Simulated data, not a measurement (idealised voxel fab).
This section sets out a process module, namely voxel self aligned vias.
The cross-section shown here is cut; it is 285 nm wide and divided into square cells measuring 5 nm on a side.
In what follows, cross-sections appear as grids of square cells, described through bands that run from the top down, where every band is one or more rows of cells. Heights first: top, then bottom, in nm. Then materials, left to right, each with a width in nm. "everywhere" on a single material: fills the band edge to edge. "empty": empty space. Counting heights begins at 0, where everything beneath is, in the wafer as received, one material. The lowest band has no bottom; it goes on downwards, as "from 0 down" shows. Note: "30..40" means the width goes from the first number (top row of the band) to the second number (bottom row) in equal steps per row of cells. A step reported as "nothing altered" is a step in which no cell of the cross-section changed. Closed void roster: empty space of 8 cells or more with no open way to the top, each as width x height at its distance from the left edge, in nm. If you see something after the settings on a step's line, that's the simulator's own remark about that step. overlay nm: mask offset rightward from planned place, masked step; negative means leftward offset.
Steps in the process plan:
1 RECEIVE, material Si
2 CONFORMAL_DEP, material SiO2, thk nm 10
3 CONFORMAL_DEP, material SiCN, thk nm 5
4 DIRECTIONAL_DEP, material SiO2, thk nm 30
5 PATTERN, tone open, mask id LINES, material resist, width nm 30, pitch nm 60, thk nm 15, overlay nm 0
6 DIRECTIONAL_ETCH, etch materials SiO2, depth nm 30
7 STRIP, etch materials resist
8 CONFORMAL_DEP, material TiN, thk nm 5
9 FILL_DEP, material W, thk nm 5
10 CMP, height nm 45
11 SELECTIVE_ETCH, etch materials W Ru TiN, depth nm 10
12 FILL_DEP, material SiN, thk nm 5
13 CMP, height nm 45
14 DIRECTIONAL_DEP, material SiO2, thk nm 15
15 MASKED_ETCH, tone open, mask id VIAS, width nm 40, pitch nm 60, etch materials SiO2, depth nm 15, overlay nm 0
16 MASKED_ETCH, tone open, mask id VIAS, width nm 40, pitch nm 60, etch materials SiN, depth nm 10, overlay nm 0
17 CONFORMAL_DEP, material TiN, thk nm 5
18 FILL_DEP, material W, thk nm 10
19 CMP, height nm 60
20 CONFORMAL_DEP, material SiCN, thk nm 5
So, the first of our two wafers, run just as we planned it:
Wafer as received: cross-section following step 1:
* from 0 down  Si everywhere
* Closed void roster: none
Cross-section through the wafer, step 2 finished:
* from 10 to 0  SiO2 everywhere
* For the remainder of the cross-section, below 0, there is no change.
Cross-section through the wafer, step 3 finished:
* from 15 to 10  SiCN everywhere
* For the remainder of the cross-section, below 10, there is no change.
Cross-section through the wafer, step 4 finished:
* from 45 to 15  SiO2 everywhere
* For the remainder of the cross-section, below 15, there is no change.
Cross-section through the wafer, step 5 finished:
* from 60 to 45  resist=95; empty=30; resist=30; empty=30; resist=100
* For the remainder of the cross-section, below 45, there is no change.
Cross-section through the wafer, step 6 finished:
* from 60 to 45  resist=95; empty=30; resist=30; empty=30; resist=100
* from 45 to 15  SiO2=95; empty=30; SiO2=30; empty=30; SiO2=100
* For the remainder of the cross-section, below 15, there is no change.
Cross-section through the wafer, step 7 finished:
* from 45 to 15  SiO2=95; empty=30; SiO2=30; empty=30; SiO2=100
* For the remainder of the cross-section, below 15, there is no change.
Cross-section through the wafer, step 8 finished:
* from 50 to 45  TiN=100; empty=20; TiN=40; empty=20; TiN=105
* from 45 to 20  SiO2=95; TiN=5; empty=20; TiN=5; SiO2=30; TiN=5; empty=20; TiN=5; SiO2=100
* from 20 to 15  SiO2=95; TiN=30; SiO2=30; TiN=30; SiO2=100
* For the remainder of the cross-section, below 15, there is no change.
Cross-section through the wafer, step 9 finished:
* from 55 to 50  W everywhere
* from 50 to 45  TiN=100; W=20; TiN=40; W=20; TiN=105
* from 45 to 20  SiO2=95; TiN=5; W=20; TiN=5; SiO2=30; TiN=5; W=20; TiN=5; SiO2=100
* For the remainder of the cross-section, below 20, there is no change.
Cross-section through the wafer, step 10 finished:
* from 45 to 20  SiO2=95; TiN=5; W=20; TiN=5; SiO2=30; TiN=5; W=20; TiN=5; SiO2=100
* For the remainder of the cross-section, below 20, there is no change.
Cross-section through the wafer, step 11 finished:
* from 45 to 35  SiO2=95; empty=30; SiO2=30; empty=30; SiO2=100
* For the remainder of the cross-section, below 35, there is no change.
Cross-section through the wafer, step 12 finished:
* from 50 to 45  SiN everywhere
* from 45 to 35  SiO2=95; SiN=30; SiO2=30; SiN=30; SiO2=100
* For the remainder of the cross-section, below 35, there is no change.
Cross-section through the wafer, step 13 finished:
* from 45 to 35  SiO2=95; SiN=30; SiO2=30; SiN=30; SiO2=100
* For the remainder of the cross-section, below 35, there is no change.
Cross-section through the wafer, step 14 finished:
* from 60 to 45  SiO2 everywhere
* For the remainder of the cross-section, below 45, there is no change.
Cross-section through the wafer, step 15 finished:
* from 60 to 45  SiO2=90; empty=40; SiO2=20; empty=40; SiO2=95
* For the remainder of the cross-section, below 45, there is no change.
Cross-section through the wafer, step 16 finished:
* from 60 to 45  SiO2=90; empty=40; SiO2=20; empty=40; SiO2=95
* from 45 to 35  SiO2=95; empty=30; SiO2=30; empty=30; SiO2=100
* For the remainder of the cross-section, below 35, there is no change.
Cross-section through the wafer, step 17 finished:
* from 65 to 60  TiN=95; empty=30; TiN=30; empty=30; TiN=100
* from 60 to 50  SiO2=90; TiN=5; empty=30; TiN=5; SiO2=20; TiN=5; empty=30; TiN=5; SiO2=95
* from 50 to 40  SiO2=90..95; TiN=10..5; empty=20; TiN=10..5; SiO2=20..30; TiN=10..5; empty=20; TiN=10..5; SiO2=95..100
* from 40 to 35  SiO2=95; TiN=30; SiO2=30; TiN=30; SiO2=100
* For the remainder of the cross-section, below 35, there is no change.
Cross-section through the wafer, step 18 finished:
* from 75 to 65  W everywhere
* from 65 to 60  TiN=95; W=30; TiN=30; W=30; TiN=100
* from 60 to 50  SiO2=90; TiN=5; W=30; TiN=5; SiO2=20; TiN=5; W=30; TiN=5; SiO2=95
* from 50 to 40  SiO2=90..95; TiN=10..5; W=20; TiN=10..5; SiO2=20..30; TiN=10..5; W=20; TiN=10..5; SiO2=95..100
* For the remainder of the cross-section, below 40, there is no change.
Cross-section through the wafer, step 19 finished:
* from 60 to 50  SiO2=90; TiN=5; W=30; TiN=5; SiO2=20; TiN=5; W=30; TiN=5; SiO2=95
* For the remainder of the cross-section, below 50, there is no change.
Cross-section through the wafer, step 20 finished:
* from 65 to 60  SiCN everywhere
* For the remainder of the cross-section, below 60, there is no change.
Regarding the second of the two wafers: it shared the first wafer's starting condition and process plan, yet one error occurred during its execution. Its history coincides with that of the first wafer up to and including step 4:
What the second wafer looks like in cross-section when step 5 should have wrapped up:
* from 60 to 45  empty=95; resist=30; empty=30; resist=30; empty=100
* For the remainder of the cross-section, below 45, there is no change.
What the second wafer looks like in cross-section when step 6 should have wrapped up:
* from 60 to 45  empty=95; resist=30; empty=30; resist=30; empty=100
* from 45 to 15  empty=95; SiO2=30; empty=30; SiO2=30; empty=100
* For the remainder of the cross-section, below 15, there is no change.
What the second wafer looks like in cross-section when step 7 should have wrapped up:
* from 45 to 15  empty=95; SiO2=30; empty=30; SiO2=30; empty=100
* For the remainder of the cross-section, below 15, there is no change.
What the second wafer looks like in cross-section when step 8 should have wrapped up:
* from 50 to 45  empty=90; TiN=40; empty=20; TiN=40; empty=95
* from 45 to 20  empty=90; TiN=5; SiO2=30; TiN=5; empty=20; TiN=5; SiO2=30; TiN=5; empty=95
* from 20 to 15  TiN=95; SiO2=30; TiN=30; SiO2=30; TiN=100
* For the remainder of the cross-section, below 15, there is no change.
What the second wafer looks like in cross-section when step 9 should have wrapped up:
* from 55 to 50  W everywhere
* from 50 to 45  W=90; TiN=40; W=20; TiN=40; W=95
* from 45 to 20  W=90; TiN=5; SiO2=30; TiN=5; W=20; TiN=5; SiO2=30; TiN=5; W=95
* For the remainder of the cross-section, below 20, there is no change.
What the second wafer looks like in cross-section when step 10 should have wrapped up:
* from 45 to 20  W=90; TiN=5; SiO2=30; TiN=5; W=20; TiN=5; SiO2=30; TiN=5; W=95
* For the remainder of the cross-section, below 20, there is no change.
What the second wafer looks like in cross-section when step 11 should have wrapped up:
* from 45 to 35  empty=95; SiO2=30; empty=30; SiO2=30; empty=100
* For the remainder of the cross-section, below 35, there is no change.
What the second wafer looks like in cross-section when step 12 should have wrapped up:
* from 50 to 45  SiN everywhere
* from 45 to 35  SiN=95; SiO2=30; SiN=30; SiO2=30; SiN=100
* For the remainder of the cross-section, below 35, there is no change.
What the second wafer looks like in cross-section when step 13 should have wrapped up:
* from 45 to 35  SiN=95; SiO2=30; SiN=30; SiO2=30; SiN=100
* For the remainder of the cross-section, below 35, there is no change.
What the second wafer looks like in cross-section when step 14 should have wrapped up:
* from 60 to 45  SiO2 everywhere
* For the remainder of the cross-section, below 45, there is no change.
What the second wafer looks like in cross-section when step 15 should have wrapped up:
* from 60 to 45  SiO2=90; empty=40; SiO2=20; empty=40; SiO2=95
* For the remainder of the cross-section, below 45, there is no change.
What the second wafer looks like in cross-section when step 16 should have wrapped up:
* from 60 to 45  SiO2=90; empty=40; SiO2=20; empty=40; SiO2=95
* from 45 to 35  SiN=90; empty=5; SiO2=30; empty=5; SiN=20; empty=5; SiO2=30; empty=5; SiN=95
* For the remainder of the cross-section, below 35, there is no change.
What the second wafer looks like in cross-section when step 17 should have wrapped up:
* from 65 to 60  TiN=95; empty=30; TiN=30; empty=30; TiN=100
* from 60 to 50  SiO2=90; TiN=5; empty=30; TiN=5; SiO2=20; TiN=5; empty=30; TiN=5; SiO2=95
* from 50 to 45  SiO2=90; TiN=40; SiO2=20; TiN=40; SiO2=95
* from 45 to 35  SiN=90; TiN=5; SiO2=30; TiN=5; SiN=20; TiN=5; SiO2=30; TiN=5; SiN=95
* For the remainder of the cross-section, below 35, there is no change.
What the second wafer looks like in cross-section when step 18 should have wrapped up:
* from 75 to 65  W everywhere
* from 65 to 60  TiN=95; W=30; TiN=30; W=30; TiN=100
* from 60 to 50  SiO2=90; TiN=5; W=30; TiN=5; SiO2=20; TiN=5; W=30; TiN=5; SiO2=95
* For the remainder of the cross-section, below 50, there is no change.
What the second wafer looks like in cross-section when step 19 should have wrapped up:
* from 60 to 50  SiO2=90; TiN=5; W=30; TiN=5; SiO2=20; TiN=5; W=30; TiN=5; SiO2=95
* For the remainder of the cross-section, below 50, there is no change.
What the second wafer looks like in cross-section when step 20 should have wrapped up:
* from 65 to 60  SiCN everywhere
* For the remainder of the cross-section, below 60, there is no change.
Error vs. plan: off-plan run, step 5, actual operation and settings PATTERN, tone cover, mask id LINES, material resist, width nm 30, pitch nm 60, thk nm 15, overlay nm 0
The closing comparison, in cells, has the second wafer with more or fewer of some materials than the first: +82 SiN, -198 SiO2, +33 TiN, +83 W
